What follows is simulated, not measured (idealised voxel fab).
This is a process module. Its name is voxel lift off.
Pictured: cross-section cut, 295 nm wide, on a grid of 5 nm square cells.
How to read a cross-section here: the picture is a grid of square cells, written as bands going from the top down, and any band can span one or more rows of cells.
It is stipulated that each band's entry specify, in nanometres, the height of the top of the band and then that of its bottom, followed by the materials of the band in left-to-right sequence, each together with its width in nanometres. A single material marked by the word "throughout" is understood to fill the band from edge to edge; the word "blank" is understood to denote empty space.
Convention: height 0 is the level below which the wafer, as received, is all one material. The lowest band does not terminate at the bottom but continues downward, represented as "0..down".
Width "30..40": first value at the band's top row of cells, second value at its bottom row, equal change from row to row.
Where the words "left unchanged" appear for a step, the cross-section shows no cell changed by that step; every cell remained as before.
Heads up: "Cavities, sealed" only lists the empty pockets with no open path to the top that are 8 cells or more, and it writes them as width x height at distance, distance from the left edge, in nm.
Where a step's line continues beyond its settings, the continuation is a remark by the simulator itself on that step.
Steps that use a mask can have "overlay nm" on their line. It says how far the mask sat to the right of where it was meant to be. Negative means to the left.

Listed below are the process steps as planned:
1 RECEIVE with material Si
2 CONFORMAL_DEP with material SiN, thk nm 5
3 PATTERN with tone open, mask id LINES, material resist, width nm 25, pitch nm 55, thk nm 30, overlay nm 0
4 DIRECTIONAL_DEP with material Ru, thk nm 15
5 STRIP with etch materials resist
6 CONFORMAL_DEP with material SiN, thk nm 10

First of two wafers, processed according to plan:

Wafer at receipt (post step 1), cross-section:
  0..down = Si throughout
  Cavities, sealed: none

Cross-section of the wafer subsequent to step 2:
  5..0 = SiN throughout
  Everything below 0 is unchanged.

Cross-section of the wafer subsequent to step 3:
  35..5 = resist 50 nm, blank 25 nm, resist 30 nm, blank 25 nm, resist 30 nm, blank 25 nm, resist 30 nm, blank 25 nm, resist 55 nm
  Everything below 5 is unchanged.

Cross-section of the wafer subsequent to step 4:
  50..35 = Ru 50 nm, blank 25 nm, Ru 30 nm, blank 25 nm, Ru 30 nm, blank 25 nm, Ru 30 nm, blank 25 nm, Ru 55 nm
  35..20 = resist 50 nm, blank 25 nm, resist 30 nm, blank 25 nm, resist 30 nm, blank 25 nm, resist 30 nm, blank 25 nm, resist 55 nm
  20..5 = resist 50 nm, Ru 25 nm, resist 30 nm, Ru 25 nm, resist 30 nm, Ru 25 nm, resist 30 nm, Ru 25 nm, resist 55 nm
  Everything below 5 is unchanged.

Cross-section of the wafer subsequent to step 5:
  20..5 = blank 50 nm, Ru 25 nm, blank 30 nm, Ru 25 nm, blank 30 nm, Ru 25 nm, blank 30 nm, Ru 25 nm, blank 55 nm
  Everything below 5 is unchanged.

Cross-section of the wafer subsequent to step 6:
  30..20 = blank 40 nm, SiN 45 nm, blank 10 nm, SiN 45 nm, blank 10 nm, SiN 45 nm, blank 10 nm, SiN 45 nm, blank 45 nm
  20..15 = blank 40 nm, SiN 10 nm, Ru 25 nm, SiN 10 nm, blank 10 nm, SiN 10 nm, Ru 25 nm, SiN 10 nm, blank 10 nm, SiN 10 nm, Ru 25 nm, SiN 10 nm, blank 10 nm, SiN 10 nm, Ru 25 nm, SiN 10 nm, blank 45 nm
  15..5 = SiN 50 nm, Ru 25 nm, SiN 30 nm, Ru 25 nm, SiN 30 nm, Ru 25 nm, SiN 30 nm, Ru 25 nm, SiN 55 nm
  Everything below 5 is unchanged.

The second wafer began exactly as the first did and followed the same plan, but one mistake was made while running it; through step 3 inclusive, the two wafers are identical:

Look at the second wafer in cross-section at the time step 4 ought to have finished:
  50..35 = SiN 50 nm, blank 25 nm, SiN 30 nm, blank 25 nm, SiN 30 nm, blank 25 nm, SiN 30 nm, blank 25 nm, SiN 55 nm
  35..20 = resist 50 nm, blank 25 nm, resist 30 nm, blank 25 nm, resist 30 nm, blank 25 nm, resist 30 nm, blank 25 nm, resist 55 nm
  20..5 = resist 50 nm, SiN 25 nm, resist 30 nm, SiN 25 nm, resist 30 nm, SiN 25 nm, resist 30 nm, SiN 25 nm, resist 55 nm
  Everything below 5 is unchanged.

Look at the second wafer in cross-section at the time step 5 ought to have finished:
  20..5 = blank 50 nm, SiN 25 nm, blank 30 nm, SiN 25 nm, blank 30 nm, SiN 25 nm, blank 30 nm, SiN 25 nm, blank 55 nm
  Everything below 5 is unchanged.

Look at the second wafer in cross-section at the time step 6 ought to have finished:
  30..15 = blank 40 nm, SiN 45 nm, blank 10 nm, SiN 45 nm, blank 10 nm, SiN 45 nm, blank 10 nm, SiN 45 nm, blank 45 nm
  15..0 = SiN throughout
  Everything below 0 is unchanged.
Heads up, the wafer didn't run the way we planned it: it should be noted that step 4 was executed with settings other than those planned, the operation and settings actually applied being DIRECTIONAL_DEP with material SiN, thk nm 15
Final cells, second wafer relative to first, materials higher or lower: -60 Ru | +60 SiN
